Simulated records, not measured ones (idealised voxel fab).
process module | voxel fin reveal
cross-section cut | 265 nm wide | cells 5 nm
A cross-section is a grid of square cells, given in bands from the top down. A band is one or more rows of cells.
Each band's line starts with the height of the band's top and of its bottom, in nm. Then come its materials from left to right, each with its width in nm. One material with "throughout" fills the band from edge to edge. "air" is empty space.
Height 0 is the level under which the wafer as received is all one material. The lowest band goes on downwards, as in "0 down".
A width such as "30 to 40" changes by the same amount from each row of cells to the next, from the band's top row to its bottom row.
"no change" after a step means that no cell of the cross-section changed.
closed voids: empty space of 8 cells or more with no open way to the top, each as width x height at its distance from the left edge, in nm
after a step's settings: what the simulator itself notes on the step
overlay nm, on a step with a mask: how far to the right of its planned place the mask lay; to the left if negative
plan
1 op RECEIVE | material Si
2 op CONFORMAL_DEP | material SiN | thk nm 5
3 op PATTERN | tone cover | mask id FINS | material resist | width nm 15 | pitch nm 45 | thk nm 15 | overlay nm 0
4 op DIRECTIONAL_ETCH | etch materials SiN | depth nm 5
5 op DIRECTIONAL_ETCH | etch materials Si | depth nm 30
6 op STRIP | etch materials resist
7 op OXIDIZE | depth nm 5
8 op FILL_DEP | material SiO2 | thk nm 15
9 op CMP | height nm 5
10 op SELECTIVE_ETCH | etch materials SiO2 | depth nm 15
11 op STRIP | etch materials SiN
12 op CONFORMAL_DEP | material SiO2 | thk nm 5
first wafer, as planned
as received, after step 1
  0 down: Si throughout
  closed voids: none
after step 2
  5 to 0: SiN throughout
  below 0: unchanged
after step 3
  20 to 5: air 55 | resist 15 | air 30 | resist 15 | air 30 | resist 15 | air 30 | resist 15 | air 60
  below 5: unchanged
after step 4
  20 to 5: air 55 | resist 15 | air 30 | resist 15 | air 30 | resist 15 | air 30 | resist 15 | air 60
  5 to 0: air 55 | SiN 15 | air 30 | SiN 15 | air 30 | SiN 15 | air 30 | SiN 15 | air 60
  below 0: unchanged
after step 5
  20 to 5: air 55 | resist 15 | air 30 | resist 15 | air 30 | resist 15 | air 30 | resist 15 | air 60
  5 to 0: air 55 | SiN 15 | air 30 | SiN 15 | air 30 | SiN 15 | air 30 | SiN 15 | air 60
  0 to -30: air 55 | Si 15 | air 30 | Si 15 | air 30 | Si 15 | air 30 | Si 15 | air 60
  below -30: unchanged
after step 6
  5 to 0: air 55 | SiN 15 | air 30 | SiN 15 | air 30 | SiN 15 | air 30 | SiN 15 | air 60
  below 0: unchanged
after step 7
  5 to 0: air 55 | SiN 15 | air 30 | SiN 15 | air 30 | SiN 15 | air 30 | SiN 15 | air 60
  0 to -30: air 55 | SiO2 5 | Si 5 | SiO2 5 | air 30 | SiO2 5 | Si 5 | SiO2 5 | air 30 | SiO2 5 | Si 5 | SiO2 5 | air 30 | SiO2 5 | Si 5 | SiO2 5 | air 60
  -30 to -35: SiO2 60 | Si 5 | SiO2 40 | Si 5 | SiO2 40 | Si 5 | SiO2 40 | Si 5 | SiO2 65
  below -35: unchanged
after step 8
  20 to 5: SiO2 throughout
  5 to 0: SiO2 55 | SiN 15 | SiO2 30 | SiN 15 | SiO2 30 | SiN 15 | SiO2 30 | SiN 15 | SiO2 60
  0 to -35: SiO2 60 | Si 5 | SiO2 40 | Si 5 | SiO2 40 | Si 5 | SiO2 40 | Si 5 | SiO2 65
  below -35: unchanged
after step 9
  5 to 0: SiO2 55 | SiN 15 | SiO2 30 | SiN 15 | SiO2 30 | SiN 15 | SiO2 30 | SiN 15 | SiO2 60
  below 0: unchanged
after step 10
  5 to 0: air 55 | SiN 15 | air 30 | SiN 15 | air 30 | SiN 15 | air 30 | SiN 15 | air 60
  0 to -10: air 60 | Si 5 | air 40 | Si 5 | air 40 | Si 5 | air 40 | Si 5 | air 65
  below -10: unchanged
after step 11
  0 to -10: air 60 | Si 5 | air 40 | Si 5 | air 40 | Si 5 | air 40 | Si 5 | air 65
  below -10: unchanged
after step 12
  5 to 0: air 55 | SiO2 15 | air 30 | SiO2 15 | air 30 | SiO2 15 | air 30 | SiO2 15 | air 60
  0 to -5: air 55 | SiO2 5 | Si 5 | SiO2 5 | air 30 | SiO2 5 | Si 5 | SiO2 5 | air 30 | SiO2 5 | Si 5 | SiO2 5 | air 30 | SiO2 5 | Si 5 | SiO2 5 | air 60
  -5 to -35: SiO2 60 | Si 5 | SiO2 40 | Si 5 | SiO2 40 | Si 5 | SiO2 40 | Si 5 | SiO2 65
  below -35: unchanged
second wafer: like start, like plan, one mistake. Through step 2 it matches the first wafer
when step 3 should have ended
  20 to 5: air 55 | resist 20 | air 25 | resist 20 | air 25 | resist 20 | air 25 | resist 20 | air 55
  below 5: unchanged
when step 4 should have ended
  20 to 5: air 55 | resist 20 | air 25 | resist 20 | air 25 | resist 20 | air 25 | resist 20 | air 55
  5 to 0: air 55 | SiN 20 | air 25 | SiN 20 | air 25 | SiN 20 | air 25 | SiN 20 | air 55
  below 0: unchanged
when step 5 should have ended
  20 to 5: air 55 | resist 20 | air 25 | resist 20 | air 25 | resist 20 | air 25 | resist 20 | air 55
  5 to 0: air 55 | SiN 20 | air 25 | SiN 20 | air 25 | SiN 20 | air 25 | SiN 20 | air 55
  0 to -30: air 55 | Si 20 | air 25 | Si 20 | air 25 | Si 20 | air 25 | Si 20 | air 55
  below -30: unchanged
when step 6 should have ended
  5 to 0: air 55 | SiN 20 | air 25 | SiN 20 | air 25 | SiN 20 | air 25 | SiN 20 | air 55
  below 0: unchanged
when step 7 should have ended
  5 to 0: air 55 | SiN 20 | air 25 | SiN 20 | air 25 | SiN 20 | air 25 | SiN 20 | air 55
  0 to -30: air 55 | SiO2 5 | Si 10 | SiO2 5 | air 25 | SiO2 5 | Si 10 | SiO2 5 | air 25 | SiO2 5 | Si 10 | SiO2 5 | air 25 | SiO2 5 | Si 10 | SiO2 5 | air 55
  -30 to -35: SiO2 60 | Si 10 | SiO2 35 | Si 10 | SiO2 35 | Si 10 | SiO2 35 | Si 10 | SiO2 60
  below -35: unchanged
when step 8 should have ended
  20 to 5: SiO2 throughout
  5 to 0: SiO2 55 | SiN 20 | SiO2 25 | SiN 20 | SiO2 25 | SiN 20 | SiO2 25 | SiN 20 | SiO2 55
  0 to -35: SiO2 60 | Si 10 | SiO2 35 | Si 10 | SiO2 35 | Si 10 | SiO2 35 | Si 10 | SiO2 60
  below -35: unchanged
when step 9 should have ended
  5 to 0: SiO2 55 | SiN 20 | SiO2 25 | SiN 20 | SiO2 25 | SiN 20 | SiO2 25 | SiN 20 | SiO2 55
  below 0: unchanged
when step 10 should have ended
  5 to 0: air 55 | SiN 20 | air 25 | SiN 20 | air 25 | SiN 20 | air 25 | SiN 20 | air 55
  0 to -10: air 60 | Si 10 | air 35 | Si 10 | air 35 | Si 10 | air 35 | Si 10 | air 60
  below -10: unchanged
when step 11 should have ended
  0 to -10: air 60 | Si 10 | air 35 | Si 10 | air 35 | Si 10 | air 35 | Si 10 | air 60
  below -10: unchanged
when step 12 should have ended
  5 to 0: air 55 | SiO2 20 | air 25 | SiO2 20 | air 25 | SiO2 20 | air 25 | SiO2 20 | air 55
  0 to -5: air 55 | SiO2 5 | Si 10 | SiO2 5 | air 25 | SiO2 5 | Si 10 | SiO2 5 | air 25 | SiO2 5 | Si 10 | SiO2 5 | air 25 | SiO2 5 | Si 10 | SiO2 5 | air 55
  -5 to -35: SiO2 60 | Si 10 | SiO2 35 | Si 10 | SiO2 35 | Si 10 | SiO2 35 | Si 10 | SiO2 60
  below -35: unchanged
what went wrong: step 3 ran as: op PATTERN | tone cover | mask id FINS | material resist | width nm 20 | pitch nm 45 | thk nm 15 | overlay nm 0
at the end the second wafer has, in cells: 28 more of Si | 20 fewer of SiO2
